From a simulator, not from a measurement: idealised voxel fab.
The document below concerns the process module designated voxel plated lines.
Displayed cross-section: cut, width of 210 nm, square cells sized 5 nm.
Cross-section format: a grid of square cells, given as bands from top to bottom; each band is one or more rows of cells.
First you get the band's top height and its bottom height, in nm, and then the materials it's made of, left to right, with each width in nm. If you see a single material with "everywhere", that one covers the band edge to edge. "air" is empty space.
Heights are measured from 0, the level below which the as-received wafer is all one material; the lowest band has no bottom and continues downward, written as in "0 nm and below".
Quick explanation for "30..40": the width changes in equal steps down the rows of cells, from the first number in the band's top row to the second number in its bottom row.
Key: "no modification" - step with no changed cell in the cross-section.
The label "Sealed cavities" introduces a list of the empty spaces, 8 cells or larger, that have no open way up to the top; each entry in it reads width x height at distance, where the distance is taken from the left edge and all three are stated in nm.
Whatever follows a step's settings on its line is a remark the simulator itself makes about that step.
overlay nm: right-of-plan distance of the mask on a masked step; negative values mean left-of-plan.
Steps in the process plan:
1. RECEIVE [material Si]
2. CONFORMAL_DEP [material SiN] [thk nm 10]
3. DIRECTIONAL_DEP [material TiN] [thk nm 5]
4. PATTERN [tone open] [mask id LINES] [material resist] [width nm 20] [pitch nm 45] [thk nm 30] [overlay nm 0]
5. EPI [material Ru] [thk nm 10]
6. EPI [material Ru] [thk nm 10]
7. STRIP [etch materials resist]
8. DIRECTIONAL_ETCH [etch materials TiN] [depth nm 5]
9. CONFORMAL_DEP [material SiCN] [thk nm 5]
Cross-sectional view of the wafer in its as-received condition, corresponding to the state after step 1:
    0 nm and below  Si everywhere
    Sealed cavities: none
Post-module cross-section of the first of two wafers (run per plan):
    40 nm to 35 nm  air 20 nm, SiCN 30 nm, air 15 nm, SiCN 30 nm, air 15 nm, SiCN 30 nm, air 15 nm, SiCN 30 nm, air 25 nm
    35 nm to 15 nm  air 20 nm, SiCN 5 nm, Ru 20 nm, SiCN 5 nm, air 15 nm, SiCN 5 nm, Ru 20 nm, SiCN 5 nm, air 15 nm, SiCN 5 nm, Ru 20 nm, SiCN 5 nm, air 15 nm, SiCN 5 nm, Ru 20 nm, SiCN 5 nm, air 25 nm
    15 nm to 10 nm  SiCN 25 nm, TiN 20 nm, SiCN 25 nm, TiN 20 nm, SiCN 25 nm, TiN 20 nm, SiCN 25 nm, TiN 20 nm, SiCN 30 nm
    10 nm to 0 nm  SiN everywhere
    0 nm and below  Si everywhere
    Sealed cavities: none
What the second wafer looks like in cross-section once the module is done. Its start and its plan matched the first wafer's exactly; what differed was one mistake in how it was run:
    50 nm to 45 nm  air 20 nm, SiCN 30 nm, air 15 nm, SiCN 30 nm, air 15 nm, SiCN 30 nm, air 15 nm, SiCN 30 nm, air 25 nm
    45 nm to 15 nm  air 20 nm, SiCN 5 nm, Ru 20 nm, SiCN 5 nm, air 15 nm, SiCN 5 nm, Ru 20 nm, SiCN 5 nm, air 15 nm, SiCN 5 nm, Ru 20 nm, SiCN 5 nm, air 15 nm, SiCN 5 nm, Ru 20 nm, SiCN 5 nm, air 25 nm
    15 nm to 10 nm  SiCN 25 nm, TiN 20 nm, SiCN 25 nm, TiN 20 nm, SiCN 25 nm, TiN 20 nm, SiCN 25 nm, TiN 20 nm, SiCN 30 nm
    10 nm to 0 nm  SiN everywhere
    0 nm and below  Si everywhere
    Sealed cavities: none
Deviation noted in wafer processing: which of the identical steps 5 and 6 was run twice cannot be determined, only that one of them was
Materials where the second wafer ends with more or fewer cells than the first: Ru: 32 more | SiCN: 16 more
